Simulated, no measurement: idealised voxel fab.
Proc. module: voxel capacitor over wiring
cross-section cut | 260 nm wide | cells 5 nm
Reading order for cross-sections: top band down to bottom band. Underlying form: a grid of square cells. Band size: one or more rows of cells. Read a band's entry like this: the first values are the height of its top and the height of its bottom in nm, and what follows is the sequence of materials from left to right, each with its width in nm. Note that "empty" is empty space, and that a single material marked "throughout" reaches across the band from edge to edge. Counting heights begins at 0, where everything beneath is, in the wafer as received, one material. The lowest band has no bottom; it goes on downwards, as "0 nm and below" shows. Width: "30..40" (first number = top row, second number = bottom row, same change from row to row of cells). The designation "all unchanged", where it is given for a processing step, indicates that no cell of the cross-section was altered in the course of that step. Reported under the label "Closed void inventory" are the empty spaces having no open way to the top and comprising 8 cells or more; the notation for each is width x height at distance, in which the distance is measured from the left edge and all three values are in nm. Post-settings text on a step line: simulator's own remark regarding the step. The optional step-line setting "overlay nm" applies to steps with a mask and quantifies how far to the right of its planned location the mask lay, a negative value indicating leftward placement.
Process steps (planned)
step 1: RECEIVE [material Si]
step 2: CONFORMAL_DEP [material SiO2] [thk nm 10]
step 3: DIRECTIONAL_DEP [material TiN] [thk nm 5]
step 4: DIRECTIONAL_DEP [material W] [thk nm 20]
step 5: DIRECTIONAL_DEP [material aC] [thk nm 15]
step 6: PATTERN [tone cover] [mask id METAL_1] [material resist] [width nm 25] [pitch nm 90] [thk nm 35] [overlay nm 0]
step 7: DIRECTIONAL_ETCH [etch materials aC] [depth nm 15]
step 8: STRIP [etch materials resist]
step 9: DIRECTIONAL_ETCH [etch materials W] [depth nm 20]
step 10: DIRECTIONAL_ETCH [etch materials TiN] [depth nm 5]
step 11: STRIP [etch materials aC]
step 12: FILL_DEP [material lowk] [thk nm 5]
step 13: CMP [height nm 35]
step 14: CONFORMAL_DEP [material SiCN] [thk nm 5]
step 15: DIRECTIONAL_DEP [material lowk] [thk nm 10]
step 16: MASKED_ETCH [tone open] [mask id PLUG_1] [width nm 15] [etch materials lowk] [depth nm 10] [overlay nm 0]
step 17: MASKED_ETCH [tone open] [mask id PLUG_1] [width nm 15] [etch materials SiCN] [depth nm 5] [overlay nm 0]
step 18: EPI [material Ru] [thk nm 10]
step 19: EPI [material Ru] [thk nm 5]
step 20: DIRECTIONAL_DEP [material TiN] [thk nm 10]
step 21: DIRECTIONAL_DEP [material Al2O3] [thk nm 5]
step 22: DIRECTIONAL_DEP [material TiN] [thk nm 10]
step 23: PATTERN [tone cover] [mask id UPPER_PLATE] [material resist] [width nm 70] [thk nm 20] [overlay nm 0]
step 24: DIRECTIONAL_ETCH [etch materials TiN] [depth nm 10]
step 25: DIRECTIONAL_ETCH [etch materials Al2O3] [depth nm 5]
step 26: STRIP [etch materials resist]
step 27: PATTERN [tone cover] [mask id LOWER_PLATE] [material resist] [width nm 80] [thk nm 15] [overlay nm 0]
step 28: DIRECTIONAL_ETCH [etch materials TiN] [depth nm 10]
step 29: STRIP [etch materials resist]
step 30: FILL_DEP [material SiO2] [thk nm 20]
step 31: CMP [height nm 90]
step 32: PATTERN [tone open] [mask id PLUG_2] [material resist] [width nm 15] [thk nm 15] [overlay nm 0]
step 33: DIRECTIONAL_ETCH [etch materials SiO2] [depth nm 15]
step 34: STRIP [etch materials resist]
step 35: CONFORMAL_DEP [material TiN] [thk nm 5]
step 36: FILL_DEP [material W] [thk nm 5]
step 37: CMP [height nm 90]
step 38: CONFORMAL_DEP [material SiCN] [thk nm 5]
Cross-section: wafer on arrival = after step 1
* 0 nm and below  Si throughout
* Closed void inventory: none
The first of two wafers, cross-sectioned at the end of the module, with the run proceeding as planned
* 95 nm to 90 nm  SiCN throughout
* 90 nm to 80 nm  SiO2 (90)  TiN (5)  W (5)  TiN (5)  SiO2 (155)
* 80 nm to 75 nm  SiO2 (90)  TiN (15)  SiO2 (155)
* 75 nm to 65 nm  SiO2 (80)  TiN (70)  SiO2 (110)
* 65 nm to 60 nm  SiO2 (80)  Al2O3 (70)  SiO2 (110)
* 60 nm to 50 nm  SiO2 (75)  TiN (80)  SiO2 (105)
* 50 nm to 40 nm  lowk (80)  Ru (15)  lowk (165)
* 40 nm to 35 nm  SiCN (80)  Ru (15)  SiCN (165)
* 35 nm to 15 nm  lowk (70)  W (25)  lowk (65)  W (25)  lowk (75)
* 15 nm to 10 nm  lowk (70)  TiN (25)  lowk (65)  TiN (25)  lowk (75)
* 10 nm to 0 nm  SiO2 throughout
* 0 nm and below  Si throughout
* Closed void inventory: none
Second wafer through the module, sectioned at the end: same beginning and same plan as the first wafer, with one mistake in carrying it out
* 95 nm to 90 nm  SiCN throughout
* 90 nm to 80 nm  SiO2 (95)  TiN (5)  W (5)  TiN (5)  SiO2 (150)
* 80 nm to 75 nm  SiO2 (95)  TiN (15)  SiO2 (150)
* 75 nm to 65 nm  SiO2 (80)  TiN (70)  SiO2 (110)
* 65 nm to 60 nm  SiO2 (80)  Al2O3 (70)  SiO2 (110)
* 60 nm to 50 nm  SiO2 (75)  TiN (80)  SiO2 (105)
* 50 nm to 40 nm  lowk (80)  Ru (15)  lowk (165)
* 40 nm to 35 nm  SiCN (80)  Ru (15)  SiCN (165)
* 35 nm to 15 nm  lowk (70)  W (25)  lowk (65)  W (25)  lowk (75)
* 15 nm to 10 nm  lowk (70)  TiN (25)  lowk (65)  TiN (25)  lowk (75)
* 10 nm to 0 nm  SiO2 throughout
* 0 nm and below  Si throughout
* Closed void inventory: none
Want to know what went wrong? the process deviated at step 32: the operation and settings actually run there were PATTERN [tone open] [mask id PLUG_2] [material resist] [width nm 15] [thk nm 15] [overlay nm 5]
Same inventory, different map: at the end, the second wafer holds as many cells of each material as the first, placed elsewhere.
